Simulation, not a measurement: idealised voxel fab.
The document below concerns the process module designated voxel gate over fins.
Section shown: cut. Width: 230 nm. Cell size: 5 nm, square.
If you're reading a cross-section in this doc, picture square cells in a grid; it comes to you as bands, top ones listed first down to the bottom, and a band can be one or more rows of cells.
Per band: top height and bottom height in nm, followed by the left-to-right materials and their widths in nm; "throughout" marks a single material spanning edge to edge, "blank" marks empty space.
The reference from which all heights are counted is 0, the level beneath which the as-received wafer is entirely one material; the lowest band, having no lower bound, proceeds downward and is written after the example "z 0 and below".
It should be noted that a width expressed as "30->40" varies in equal increments from row to row of cells within the band, taking the value of the first number at the top row and that of the second number at the bottom row.
A step reported as "no change occurred" is a step in which no cell of the cross-section changed.
In "Unvented internal voids" the enclosed voids are listed, meaning empty spaces of 8 cells or larger without any opening to the top. The form is width x height at distance, distance from the left edge, units nm.
Whatever follows a step's settings on its line is a remark the simulator itself makes about that step.
The setting "overlay nm" may be written on the line of a step. When the step uses a mask, the value reports how far to the right of the planned place the mask lay, and a negative value reports that it lay to the left.
-- Set out below are the planned steps of the process
- 1: RECEIVE with material Si
- 2: CONFORMAL_DEP with material SiN, thk nm 5
- 3: MASKED_ETCH with tone cover, mask id FINS, width nm 15, pitch nm 35, etch materials SiN, depth nm 5, overlay nm 0
- 4: MASKED_ETCH with tone cover, mask id FINS, width nm 15, pitch nm 35, etch materials Si, depth nm 40, overlay nm 0
- 5: OXIDIZE with depth nm 5
- 6: FILL_DEP with material SiO2, thk nm 10
- 7: CMP with height nm 5
- 8: SELECTIVE_ETCH with etch materials SiO2, depth nm 20
- 9: STRIP with etch materials SiN
- 10: CONFORMAL_DEP with material HfO2, thk nm 5
- 11: CONFORMAL_DEP with material TiN, thk nm 5
- 12: FILL_DEP with material W, thk nm 15
- 13: CMP with height nm 20
- 14: CONFORMAL_DEP with material SiCN, thk nm 5
-- Cross-section of the wafer as it came to us, i.e., already through step 1
- z 0 and below  Si throughout
- Unvented internal voids: none
-- Here's the cross-section of the first of our two wafers at the end of the module - it ran as planned
- z 25 to 20  SiCN throughout
- z 20 to 10  W throughout
- z 10 to 5  W (65), TiN (25), W (10), TiN (25), W (10), TiN (25), W (70)
- z 5 to 0  W (65), TiN (5), HfO2 (15), TiN (5), W (10), TiN (5), HfO2 (15), TiN (5), W (10), TiN (5), HfO2 (15), TiN (5), W (70)
- z 0 to -5  W (65), TiN (5), HfO2 (5), Si (5), HfO2 (5), TiN (5), W (10), TiN (5), HfO2 (5), Si (5), HfO2 (5), TiN (5), W (10), TiN (5), HfO2 (5), Si (5), HfO2 (5), TiN (5), W (70)
- z -5 to -10  TiN (70), HfO2 (5), Si (5), HfO2 (5), TiN (20), HfO2 (5), Si (5), HfO2 (5), TiN (20), HfO2 (5), Si (5), HfO2 (5), TiN (75)
- z -10 to -15  HfO2 (75), Si (5), HfO2 (30), Si (5), HfO2 (30), Si (5), HfO2 (80)
- z -15 to -45  SiO2 (75), Si (5), SiO2 (30), Si (5), SiO2 (30), Si (5), SiO2 (80)
- z -45 and below  Si throughout
- Unvented internal voids: none
-- Cross-section, second wafer: same start as the first, same plan as the first, one mistake in running it; taken at the end of the module
- z 25 to 20  SiCN throughout
- z 20 to 10  W throughout
- z 10 to 5  W (75), TiN (25), W (10), TiN (25), W (10), TiN (25), W (60)
- z 5 to 0  W (65), TiN (15), HfO2 (15), TiN (20), HfO2 (15), TiN (20), HfO2 (15), TiN (5), W (60)
- z 0 to -5  W (65), TiN (5), HfO2 (15), Si (5), HfO2 (5), TiN (10), HfO2 (15), Si (5), HfO2 (5), TiN (10), HfO2 (15), Si (5), HfO2 (5), TiN (5), W (60)
- z -5 to -10  TiN (70), HfO2 (5), Si (15), HfO2 (5), TiN (10), HfO2 (5), Si (15), HfO2 (5), TiN (10), HfO2 (5), Si (15), HfO2 (5), TiN (65)
- z -10 to -15  HfO2 (75), Si (15), HfO2 (20), Si (15), HfO2 (20), Si (15), HfO2 (70)
- z -15 to -45  SiO2 (75), Si (15), SiO2 (20), Si (15), SiO2 (20), Si (15), SiO2 (70)
- z -45 and below  Si throughout
- Unvented internal voids: none
Deviation from plan: off-plan run, step 3, actual operation and settings MASKED_ETCH with tone cover, mask id FINS, width nm 15, pitch nm 35, etch materials SiN, depth nm 5, overlay nm 10
at the end the second wafer has, in cells: Si +48 | SiO2 -36 | W -12
